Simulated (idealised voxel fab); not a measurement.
Process module heading - voxel plated lines
Cross-section cut: width 185 nm, square cells of 5 nm.
Just so we're on the same page, the cross-sections are grids of square cells, and they're listed out in bands top to bottom, each band one or more rows deep. Look at the band entry: it leads with the top's height and the bottom's height in nm. Then it lists the materials left to right, with a width in nm for each. The word "all across" on a single material says that material fills the band edge to edge. The word "blank" is empty space. Heights are expressed relative to 0, this being the level below which the as-received wafer comprises one material exclusively. The lowest band is unbounded in the downward direction and is denoted as in "0 and below". Width "30 to 40": first value at the band's top row of cells, second value at its bottom row, equal change from row to row. The cross-section has no changed cell in any step marked "no modification". "Enclosed void entries" contains a list of empty spaces, each no smaller than 8 cells and without an open way to the top, written in the form width x height at distance with the distance from the left edge and all three in nm. Note: text after step settings on the step line = simulator remark on that step. The optional step-line setting "overlay nm" applies to steps with a mask and quantifies how far to the right of its planned location the mask lay, a negative value indicating leftward placement.

-- The steps planned for the process are as follows
- 1: RECEIVE,material Si
- 2: CONFORMAL_DEP,material Al2O3,thk nm 15
- 3: DIRECTIONAL_DEP,material TiN,thk nm 5
- 4: PATTERN,tone open,mask id LINES,material resist,width nm 20,pitch nm 35,thk nm 15,overlay nm 0
- 5: EPI,material Ru,thk nm 5
- 6: STRIP,etch materials resist
- 7: DIRECTIONAL_ETCH,etch materials TiN,depth nm 5
- 8: CONFORMAL_DEP,material SiO2,thk nm 5

-- What follows covers the first of two wafers; it ran as planned

-- Cross-section of the wafer upon arrival, representing the state reached after step 1
- 0 and below  Si all across
- Enclosed void entries: none

-- Cross-section through the wafer, step 2 finished
- 15 down to 0  Al2O3 all across
- Below 0, no change.

-- Cross-section through the wafer, step 3 finished
- 20 down to 15  TiN all across
- Below 15, no change.

-- Cross-section through the wafer, step 4 finished
- 35 down to 20  resist: 45  blank: 20  resist: 15  blank: 20  resist: 15  blank: 20  resist: 50
- Below 20, no change.

-- Cross-section through the wafer, step 5 finished
- 35 down to 25  resist: 45  blank: 20  resist: 15  blank: 20  resist: 15  blank: 20  resist: 50
- 25 down to 20  resist: 45  Ru: 20  resist: 15  Ru: 20  resist: 15  Ru: 20  resist: 50
- Below 20, no change.

-- Cross-section through the wafer, step 6 finished
- 25 down to 20  blank: 45  Ru: 20  blank: 15  Ru: 20  blank: 15  Ru: 20  blank: 50
- Below 20, no change.

-- Cross-section through the wafer, step 7 finished
- 25 down to 20  blank: 45  Ru: 20  blank: 15  Ru: 20  blank: 15  Ru: 20  blank: 50
- 20 down to 15  blank: 45  TiN: 20  blank: 15  TiN: 20  blank: 15  TiN: 20  blank: 50
- Below 15, no change.

-- Cross-section through the wafer, step 8 finished
- 30 down to 25  blank: 40  SiO2: 30  blank: 5  SiO2: 30  blank: 5  SiO2: 30  blank: 45
- 25 down to 20  blank: 40  SiO2: 5  Ru: 20  SiO2: 5  blank: 5  SiO2: 5  Ru: 20  SiO2: 5  blank: 5  SiO2: 5  Ru: 20  SiO2: 5  blank: 45
- 20 down to 15  SiO2: 45  TiN: 20  SiO2: 15  TiN: 20  SiO2: 15  TiN: 20  SiO2: 50
- Below 15, no change.

-- Okay, second wafer. Nothing different at the start, nothing different in the plan, just one mistake somewhere in the running. As far as step 1, counting that step, it's the first wafer all over again

-- The second wafer cut through, at the time step 2 was supposed to be finished
- 5 down to 0  TiN all across
- Below 0, no change.

-- The second wafer cut through, at the time step 3 was supposed to be finished
- 20 down to 5  Al2O3 all across
- Below 5, no change.

-- The second wafer cut through, at the time step 4 was supposed to be finished
- 35 down to 20  resist: 45  blank: 20  resist: 15  blank: 20  resist: 15  blank: 20  resist: 50
- Below 20, no change.

The second wafer cut through, at the time step 5 was supposed to be finished: no modification

-- The second wafer cut through, at the time step 6 was supposed to be finished
- 20 down to 5  Al2O3 all across
- Below 5, no change.

The second wafer cut through, at the time step 7 was supposed to be finished: no modification

-- The second wafer cut through, at the time step 8 was supposed to be finished
- 25 down to 20  SiO2 all across
- Below 20, no change.
Want to know what went wrong? steps 2 and 3 traded places in the executed sequence
Per the end-of-run cell counts, the second wafer holds more or fewer of some materials than the first: Ru -12; SiO2 -12; TiN +25
